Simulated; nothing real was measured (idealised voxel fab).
Proc. module: voxel wiring stack
Each square cell in cross-section cut measures 5 nm, and the section as a whole is 230 nm wide.
A cross-section is a grid of square cells, given in bands from the top down. A band is one or more rows of cells. First you get the band's top height and its bottom height, in nm, and then the materials it's made of, left to right, with each width in nm. If you see a single material with "edge to edge", that one covers the band edge to edge. "blank" is empty space. It should be noted that heights are counted from 0, beneath which the wafer as supplied is of one material throughout, and that the lowest band possesses no lower boundary but continues downward, as written in "0 nm and below". Width: "30..40" (first number = top row, second number = bottom row, same change from row to row of cells). Step note "no alteration" = no cross-section cell changed. Each empty space that has no open way to the top and spans at least 8 cells appears under "Closed internal cavities" as width x height at distance, the distance counted from the left edge, all in nm. What comes after the settings on a step's line is commentary from the simulator itself on that step. overlay nm: for a step with a mask, the amount by which the mask lay right of where it was planned; a negative amount means left of it.
This section lists the process steps that were planned
| 1 | op RECEIVE | material Si |
| 2 | op CONFORMAL_DEP | material SiO2 | thk nm 10 |
| 3 | op DIRECTIONAL_DEP | material TiN | thk nm 5 |
| 4 | op DIRECTIONAL_DEP | material W | thk nm 25 |
| 5 | op DIRECTIONAL_DEP | material aC | thk nm 15 |
| 6 | op PATTERN | tone cover | mask id METAL_1 | material resist | width nm 20 | pitch nm 45 | thk nm 35 | overlay nm 0 |
| 7 | op DIRECTIONAL_ETCH | etch materials aC | depth nm 15 |
| 8 | op STRIP | etch materials resist |
| 9 | op DIRECTIONAL_ETCH | etch materials W | depth nm 25 |
| 10 | op DIRECTIONAL_ETCH | etch materials TiN | depth nm 5 |
| 11 | op STRIP | etch materials aC |
| 12 | op CONFORMAL_DEP | material SiCN | thk nm 5 |
| 13 | op FILL_DEP | material lowk | thk nm 5 |
| 14 | op CMP | height nm 40 |
| 15 | op CONFORMAL_DEP | material SiCN | thk nm 5 |
| 16 | op DIRECTIONAL_DEP | material SiO2 | thk nm 25 |
| 17 | op MASKED_ETCH | tone open | mask id METAL_2 | width nm 20 | pitch nm 45 | etch materials SiO2 | depth nm 15 | overlay nm 0 |
| 18 | op PATTERN | tone open | mask id METAL_2_HOLES | material resist | width nm 15 | pitch nm 90 | thk nm 15 | overlay nm 0 |
| 19 | op DIRECTIONAL_ETCH | etch materials SiO2 | depth nm 10 |
| 20 | op DIRECTIONAL_ETCH | etch materials SiCN | depth nm 5 |
| 21 | op STRIP | etch materials resist |
| 22 | op CONFORMAL_DEP | material TiN | thk nm 5 |
| 23 | op FILL_DEP | material Cu | thk nm 5 |
| 24 | op CMP | height nm 70 |
| 25 | op CONFORMAL_DEP | material SiCN | thk nm 5 |
first wafer, as planned
The cross-section here shows the wafer as received, i.e. in its state after step 1
  0 nm and below  Si edge to edge
  Closed internal cavities: none
The wafer, seen in cross-section, after step 2
  10 nm to 0 nm  SiO2 edge to edge
  Note: structure below 0 unchanged.
The wafer, seen in cross-section, after step 3
  15 nm to 10 nm  TiN edge to edge
  Note: structure below 10 unchanged.
The wafer, seen in cross-section, after step 4
  40 nm to 15 nm  W edge to edge
  Note: structure below 15 unchanged.
The wafer, seen in cross-section, after step 5
  55 nm to 40 nm  aC edge to edge
  Note: structure below 40 unchanged.
The wafer, seen in cross-section, after step 6
  90 nm to 55 nm  35 of blank | 20 of resist | 25 of blank | 20 of resist | 25 of blank | 20 of resist | 25 of blank | 20 of resist | 40 of blank
  Note: structure below 55 unchanged.
The wafer, seen in cross-section, after step 7
  75 nm to 55 nm  35 of blank | 20 of resist | 25 of blank | 20 of resist | 25 of blank | 20 of resist | 25 of blank | 20 of resist | 40 of blank
  55 nm to 40 nm  35 of blank | 20 of aC | 25 of blank | 20 of aC | 25 of blank | 20 of aC | 25 of blank | 20 of aC | 40 of blank
  Note: structure below 40 unchanged.
The wafer, seen in cross-section, after step 8
  55 nm to 40 nm  35 of blank | 20 of aC | 25 of blank | 20 of aC | 25 of blank | 20 of aC | 25 of blank | 20 of aC | 40 of blank
  Note: structure below 40 unchanged.
The wafer, seen in cross-section, after step 9
  55 nm to 40 nm  35 of blank | 20 of aC | 25 of blank | 20 of aC | 25 of blank | 20 of aC | 25 of blank | 20 of aC | 40 of blank
  40 nm to 15 nm  35 of blank | 20 of W | 25 of blank | 20 of W | 25 of blank | 20 of W | 25 of blank | 20 of W | 40 of blank
  Note: structure below 15 unchanged.
The wafer, seen in cross-section, after step 10
  55 nm to 40 nm  35 of blank | 20 of aC | 25 of blank | 20 of aC | 25 of blank | 20 of aC | 25 of blank | 20 of aC | 40 of blank
  40 nm to 15 nm  35 of blank | 20 of W | 25 of blank | 20 of W | 25 of blank | 20 of W | 25 of blank | 20 of W | 40 of blank
  15 nm to 10 nm  35 of blank | 20 of TiN | 25 of blank | 20 of TiN | 25 of blank | 20 of TiN | 25 of blank | 20 of TiN | 40 of blank
  Note: structure below 10 unchanged.
The wafer, seen in cross-section, after step 11
  40 nm to 15 nm  35 of blank | 20 of W | 25 of blank | 20 of W | 25 of blank | 20 of W | 25 of blank | 20 of W | 40 of blank
  Note: structure below 15 unchanged.
The wafer, seen in cross-section, after step 12
  45 nm to 40 nm  30 of blank | 30 of SiCN | 15 of blank | 30 of SiCN | 15 of blank | 30 of SiCN | 15 of blank | 30 of SiCN | 35 of blank
  40 nm to 15 nm  30 of blank | 5 of SiCN | 20 of W | 5 of SiCN | 15 of blank | 5 of SiCN | 20 of W | 5 of SiCN | 15 of blank | 5 of SiCN | 20 of W | 5 of SiCN | 15 of blank | 5 of SiCN | 20 of W | 5 of SiCN | 35 of blank
  15 nm to 10 nm  35 of SiCN | 20 of TiN | 25 of SiCN | 20 of TiN | 25 of SiCN | 20 of TiN | 25 of SiCN | 20 of TiN | 40 of SiCN
  Note: structure below 10 unchanged.
The wafer, seen in cross-section, after step 13
  50 nm to 45 nm  lowk edge to edge
  45 nm to 40 nm  30 of lowk | 30 of SiCN | 15 of lowk | 30 of SiCN | 15 of lowk | 30 of SiCN | 15 of lowk | 30 of SiCN | 35 of lowk
  40 nm to 15 nm  30 of lowk | 5 of SiCN | 20 of W | 5 of SiCN | 15 of lowk | 5 of SiCN | 20 of W | 5 of SiCN | 15 of lowk | 5 of SiCN | 20 of W | 5 of SiCN | 15 of lowk | 5 of SiCN | 20 of W | 5 of SiCN | 35 of lowk
  Note: structure below 15 unchanged.
The wafer, seen in cross-section, after step 14
  40 nm to 15 nm  30 of lowk | 5 of SiCN | 20 of W | 5 of SiCN | 15 of lowk | 5 of SiCN | 20 of W | 5 of SiCN | 15 of lowk | 5 of SiCN | 20 of W | 5 of SiCN | 15 of lowk | 5 of SiCN | 20 of W | 5 of SiCN | 35 of lowk
  Note: structure below 15 unchanged.
The wafer, seen in cross-section, after step 15
  45 nm to 40 nm  SiCN edge to edge
  Note: structure below 40 unchanged.
The wafer, seen in cross-section, after step 16
  70 nm to 45 nm  SiO2 edge to edge
  Note: structure below 45 unchanged.
The wafer, seen in cross-section, after step 17
  70 nm to 55 nm  35 of SiO2 | 20 of blank | 25 of SiO2 | 20 of blank | 25 of SiO2 | 20 of blank | 25 of SiO2 | 20 of blank | 40 of SiO2
  Note: structure below 55 unchanged.
The wafer, seen in cross-section, after step 18
  85 nm to 70 nm  35 of resist | 15 of blank | 75 of resist | 15 of blank | 90 of resist
  70 nm to 55 nm  35 of SiO2 | 15 of blank | 5 of resist | 25 of SiO2 | 20 of resist | 25 of SiO2 | 15 of blank | 5 of resist | 25 of SiO2 | 20 of resist | 40 of SiO2
  Note: structure below 55 unchanged.
The wafer, seen in cross-section, after step 19
  85 nm to 70 nm  35 of resist | 15 of blank | 75 of resist | 15 of blank | 90 of resist
  70 nm to 55 nm  35 of SiO2 | 15 of blank | 5 of resist | 25 of SiO2 | 20 of resist | 25 of SiO2 | 15 of blank | 5 of resist | 25 of SiO2 | 20 of resist | 40 of SiO2
  55 nm to 45 nm  35 of SiO2 | 15 of blank | 75 of SiO2 | 15 of blank | 90 of SiO2
  Note: structure below 45 unchanged.
The wafer, seen in cross-section, after step 20
  85 nm to 70 nm  35 of resist | 15 of blank | 75 of resist | 15 of blank | 90 of resist
  70 nm to 55 nm  35 of SiO2 | 15 of blank | 5 of resist | 25 of SiO2 | 20 of resist | 25 of SiO2 | 15 of blank | 5 of resist | 25 of SiO2 | 20 of resist | 40 of SiO2
  55 nm to 45 nm  35 of SiO2 | 15 of blank | 75 of SiO2 | 15 of blank | 90 of SiO2
  45 nm to 40 nm  35 of SiCN | 15 of blank | 75 of SiCN | 15 of blank | 90 of SiCN
  Note: structure below 40 unchanged.
The wafer, seen in cross-section, after step 21
  70 nm to 55 nm  35 of SiO2 | 20 of blank | 25 of SiO2 | 20 of blank | 25 of SiO2 | 20 of blank | 25 of SiO2 | 20 of blank | 40 of SiO2
  Note: structure below 55 unchanged.
The wafer, seen in cross-section, after step 22
  75 nm to 70 nm  40 of TiN | 10 of blank | 35 of TiN | 10 of blank | 35 of TiN | 10 of blank | 35 of TiN | 10 of blank | 45 of TiN
  70 nm to 60 nm  35 of SiO2 | 5 of TiN | 10 of blank | 5 of TiN | 25 of SiO2 | 5 of TiN | 10 of blank | 5 of TiN | 25 of SiO2 | 5 of TiN | 10 of blank | 5 of TiN | 25 of SiO2 | 5 of TiN | 10 of blank | 5 of TiN | 40 of SiO2
  60 nm to 55 nm  35 of SiO2 | 5 of TiN | 5 of blank | 10 of TiN | 25 of SiO2 | 20 of TiN | 25 of SiO2 | 5 of TiN | 5 of blank | 10 of TiN | 25 of SiO2 | 20 of TiN | 40 of SiO2
  55 nm to 45 nm  35 of SiO2 | 5 of TiN | 5 of blank | 5 of TiN | 75 of SiO2 | 5 of TiN | 5 of blank | 5 of TiN | 90 of SiO2
  45 nm to 40 nm  35 of SiCN | 15 of TiN | 75 of SiCN | 15 of TiN | 90 of SiCN
  Note: structure below 40 unchanged.
The wafer, seen in cross-section, after step 23
  80 nm to 75 nm  Cu edge to edge
  75 nm to 70 nm  40 of TiN | 10 of Cu | 35 of TiN | 10 of Cu | 35 of TiN | 10 of Cu | 35 of TiN | 10 of Cu | 45 of TiN
  70 nm to 60 nm  35 of SiO2 | 5 of TiN | 10 of Cu | 5 of TiN | 25 of SiO2 | 5 of TiN | 10 of Cu | 5 of TiN | 25 of SiO2 | 5 of TiN | 10 of Cu | 5 of TiN | 25 of SiO2 | 5 of TiN | 10 of Cu | 5 of TiN | 40 of SiO2
  60 nm to 55 nm  35 of SiO2 | 5 of TiN | 5 of Cu | 10 of TiN | 25 of SiO2 | 20 of TiN | 25 of SiO2 | 5 of TiN | 5 of Cu | 10 of TiN | 25 of SiO2 | 20 of TiN | 40 of SiO2
  55 nm to 45 nm  35 of SiO2 | 5 of TiN | 5 of Cu | 5 of TiN | 75 of SiO2 | 5 of TiN | 5 of Cu | 5 of TiN | 90 of SiO2
  Note: structure below 45 unchanged.
The wafer, seen in cross-section, after step 24
  70 nm to 60 nm  35 of SiO2 | 5 of TiN | 10 of Cu | 5 of TiN | 25 of SiO2 | 5 of TiN | 10 of Cu | 5 of TiN | 25 of SiO2 | 5 of TiN | 10 of Cu | 5 of TiN | 25 of SiO2 | 5 of TiN | 10 of Cu | 5 of TiN | 40 of SiO2
  Note: structure below 60 unchanged.
The wafer, seen in cross-section, after step 25
  75 nm to 70 nm  SiCN edge to edge
  Note: structure below 70 unchanged.
It is to be noted that the second wafer proceeded from the same initial state and according to the same plan as the first, although one mistake was committed in its execution; through step 23, inclusive, the two wafers share an identical history
Second wafer, section view, time point: scheduled end of step 24
  60 nm to 55 nm  35 of SiO2 | 5 of TiN | 5 of Cu | 10 of TiN | 25 of SiO2 | 20 of TiN | 25 of SiO2 | 5 of TiN | 5 of Cu | 10 of TiN | 25 of SiO2 | 20 of TiN | 40 of SiO2
  Note: structure below 55 unchanged.
Second wafer, section view, time point: scheduled end of step 25
  65 nm to 60 nm  SiCN edge to edge
  Note: structure below 60 unchanged.
Nonconformance to the process plan: not per plan at step 24, really ran op CMP | height nm 60
Final cells, second wafer relative to first, materials higher or lower: 16 fewer of Cu, 60 fewer of SiO2, 16 fewer of TiN
